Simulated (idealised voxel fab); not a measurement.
The following is a process module called voxel transistor to metal.
Section shown: cut. Width: 165 nm. Cell size: 5 nm, square.
For the purposes of this document, a cross-section shall be understood as a grid of square cells, specified as bands listed in top-to-bottom order, each band consisting of one or more rows of cells. Look at the band entry: it leads with the top's height and the bottom's height in nm. Then it lists the materials left to right, with a width in nm for each. The word "full width" on a single material says that material fills the band edge to edge. The word "air" is empty space. Zero point of the height axis is 0; under it, received wafer = one material. Lowest band: continues down indefinitely, "0..down". So if you see something like "30..40" for the width, read it as the top row of the band sitting at the first number and the bottom row at the second, with every row in between moving by the same amount as the last. "nothing different" for a step: no cell of the cross-section changed in that step. The entry "Enclosed void list" lists the empty spaces that cover at least 8 cells and have no open path to the top. Each is written as width x height at distance, where the distance is measured from the left edge and all three values are in nm. The remark found on a step's line after its settings is issued by the simulator itself and pertains to that step. overlay nm: mask offset rightward from planned place, masked step; negative means leftward offset.
# Planned process steps
- 1: RECEIVE with material Si
- 2: CONFORMAL_DEP with material SiO2, thk nm 5
- 3: CONFORMAL_DEP with material SiN, thk nm 10
- 4: MASKED_ETCH with tone cover, mask id ACTIVE, width nm 110, etch materials SiN, depth nm 10, overlay nm 0
- 5: MASKED_ETCH with tone cover, mask id ACTIVE, width nm 100, etch materials SiO2, depth nm 5, overlay nm 0
- 6: MASKED_ETCH with tone cover, mask id ACTIVE, width nm 110, etch materials Si, depth nm 35, overlay nm 0
- 7: FILL_DEP with material SiO2, thk nm 15
- 8: CMP with height nm 15
- 9: SELECTIVE_ETCH with etch materials SiO2, depth nm 10
- 10: STRIP with etch materials SiN
- 11: SELECTIVE_ETCH with etch materials SiO2, depth nm 5
- 12: OXIDIZE with depth nm 5
- 13: DIRECTIONAL_DEP with material polySi, thk nm 25
- 14: DIRECTIONAL_DEP with material SiCN, thk nm 10
- 15: DIRECTIONAL_DEP with material aC, thk nm 15
- 16: PATTERN with tone cover, mask id GATE, material resist, width nm 20, thk nm 30, overlay nm 0
- 17: DIRECTIONAL_ETCH with etch materials aC, depth nm 15
- 18: STRIP with etch materials resist
- 19: DIRECTIONAL_ETCH with etch materials SiCN, depth nm 20
- 20: DIRECTIONAL_ETCH with etch materials polySi, depth nm 35
- 21: STRIP with etch materials aC
- 22: CONFORMAL_DEP with material SiO2, thk nm 5
- 23: DIRECTIONAL_ETCH with etch materials SiO2, depth nm 5
- 24: CONFORMAL_DEP with material SiN, thk nm 5
- 25: DIRECTIONAL_ETCH with etch materials SiN, depth nm 5
- 26: DIRECTIONAL_ETCH with etch materials SiO2, depth nm 5
- 27: DIRECTIONAL_ETCH with etch materials Si, depth nm 10
- 28: EPI with material nSi, thk nm 15
- 29: FILL_DEP with material SiO2, thk nm 5
- 30: CMP with height nm 35
- 31: DIRECTIONAL_DEP with material SiO2, thk nm 10
- 32: PATTERN with tone open, mask id CONTACT, material resist, width nm 35, pitch nm 65, thk nm 20, overlay nm 0
- 33: DIRECTIONAL_ETCH with etch materials SiO2, depth nm 45
- 34: STRIP with etch materials resist
- 35: CONFORMAL_DEP with material TiN, thk nm 5
- 36: FILL_DEP with material Ru, thk nm 10
- 37: CMP with height nm 45
- 38: CONFORMAL_DEP with material SiN, thk nm 5
- 39: DIRECTIONAL_DEP with material lowk, thk nm 20
- 40: PATTERN with tone open, mask id METAL_1, material resist, width nm 20, pitch nm 80, thk nm 15, overlay nm 0
- 41: DIRECTIONAL_ETCH with etch materials lowk, depth nm 20
- 42: DIRECTIONAL_ETCH with etch materials SiN, depth nm 5
- 43: STRIP with etch materials resist
- 44: CONFORMAL_DEP with material TiN, thk nm 5
- 45: FILL_DEP with material W, thk nm 5
- 46: CMP with height nm 70
- 47: CONFORMAL_DEP with material SiCN, thk nm 5
Split variable: width nm, step 5. Plan value = first wafer. Wafers start alike.
# First of several wafers, received after step 1, in cross-section
  0..down: Si full width
  Enclosed void list: none
# Cross-section of the first of several wafers once the module has run through its last step, step 47
  75..70: SiCN full width
  70..50: lowk=30; TiN=5; W=10; TiN=5; lowk=60; TiN=5; W=10; TiN=5; lowk=35
  50..45: SiN=30; TiN=20; SiN=60; TiN=20; SiN=35
  45..35: SiO2=30; TiN=5; Ru=25..20; TiN=5..10; SiO2=30; TiN=5..10; Ru=25..20; TiN=5; SiO2=35
  35..25: SiO2=30; TiN=5; Ru=20; TiN=5; SiN=5; SiO2=5; SiCN=20; SiO2=5; SiN=5; TiN=5; Ru=20; TiN=5; SiO2=35
  25..15: SiO2=30; TiN=5; Ru=20; TiN=5; SiN=5; SiO2=5; polySi=20; SiO2=5; SiN=5; TiN=5; Ru=20; TiN=5; SiO2=35
  15..10: SiO2=30; TiN=5; Ru=5; TiN=20; SiN=5; SiO2=5; polySi=20; SiO2=5; SiN=5; TiN=20; Ru=5; TiN=5; SiO2=35
  10..5: SiO2=30; TiN=5; Ru=5; TiN=5; nSi=15; SiN=5; SiO2=5; polySi=20; SiO2=5; SiN=5; nSi=15; TiN=5; Ru=5; TiN=5; SiO2=35
  5..0: SiO2=30; TiN=15; nSi=15; SiN=5; SiO2=5; polySi=20; SiO2=5; SiN=5; nSi=15; TiN=15; SiO2=35
  0..-5: SiO2=20; nSi=40; SiO2=40; nSi=40; SiO2=25
  -5..-15: SiO2=25; nSi=35; Si=40; nSi=35; SiO2=30
  -15..-35: SiO2=25; Si=110; SiO2=30
  -35..down: Si full width
  Enclosed void list: none
# Last wafer of the set, cross-sectioned at end of module
  75..70: SiCN full width
  70..50: lowk=30; TiN=5; W=10; TiN=5; lowk=60; TiN=5; W=10; TiN=5; lowk=35
  50..45: SiN=30; TiN=20; SiN=60; TiN=20; SiN=35
  45..35: SiO2=30; TiN=5; Ru=25..20; TiN=5..10; SiO2=30; TiN=5..10; Ru=25..20; TiN=5; SiO2=35
  35..25: SiO2=30; TiN=5; Ru=20; TiN=5; SiN=5; SiO2=5; SiCN=20; SiO2=5; SiN=5; TiN=5; Ru=20; TiN=5; SiO2=35
  25..15: SiO2=30; TiN=5; Ru=20; TiN=5; SiN=5; SiO2=5; polySi=20; SiO2=5; SiN=5; TiN=5; Ru=20; TiN=5; SiO2=35
  15..10: SiO2=30; TiN=5; Ru=5; TiN=20; SiN=5; SiO2=5; polySi=20; SiO2=5; SiN=5; TiN=20; Ru=5; TiN=5; SiO2=35
  10..5: SiO2=30; TiN=5; Ru=5; TiN=5; nSi=15; SiN=5; SiO2=5; polySi=20; SiO2=5; SiN=5; nSi=15; TiN=5; Ru=5; TiN=5; SiO2=35
  5..0: SiO2=30; TiN=15; nSi=15; SiN=5; SiO2=5; polySi=20; SiO2=5; SiN=5; nSi=15; TiN=15; SiO2=35
  0..-5: SiO2=15; nSi=45; SiO2=40; nSi=50; SiO2=15
  -5..-15: SiO2=20; nSi=40; Si=40; nSi=45; SiO2=20
  -15..-35: SiO2=20; Si=125; SiO2=20
  -35..down: Si full width
  Enclosed void list: none
# So in this table every wafer gets its own row, and what you see is where it stands at the end of the module: for each material, how many cells it picked up (+) or gave up (-) since we received it, and after that its closed voids
width nm 100, +54 Ru, -127 Si, +41 SiCN, +39 SiN, +226 SiO2, +70 TiN, +16 W, +100 lowk, +56 nSi, +20 polySi, Enclosed void list: none
width nm 105, +54 Ru, -127 Si, +41 SiCN, +39 SiN, +226 SiO2, +70 TiN, +16 W, +100 lowk, +56 nSi, +20 polySi, Enclosed void list: none
width nm 110, +54 Ru, -127 Si, +41 SiCN, +39 SiN, +226 SiO2, +70 TiN, +16 W, +100 lowk, +56 nSi, +20 polySi, Enclosed void list: none
width nm 115, +54 Ru, -123 Si, +41 SiCN, +39 SiN, +219 SiO2, +70 TiN, +16 W, +100 lowk, +59 nSi, +20 polySi, Enclosed void list: none
width nm 120, +54 Ru, -119 Si, +41 SiCN, +39 SiN, +212 SiO2, +70 TiN, +16 W, +100 lowk, +62 nSi, +20 polySi, Enclosed void list: none
width nm 125, +54 Ru, -115 Si, +41 SiCN, +39 SiN, +205 SiO2, +70 TiN, +16 W, +100 lowk, +65 nSi, +20 polySi, Enclosed void list: none
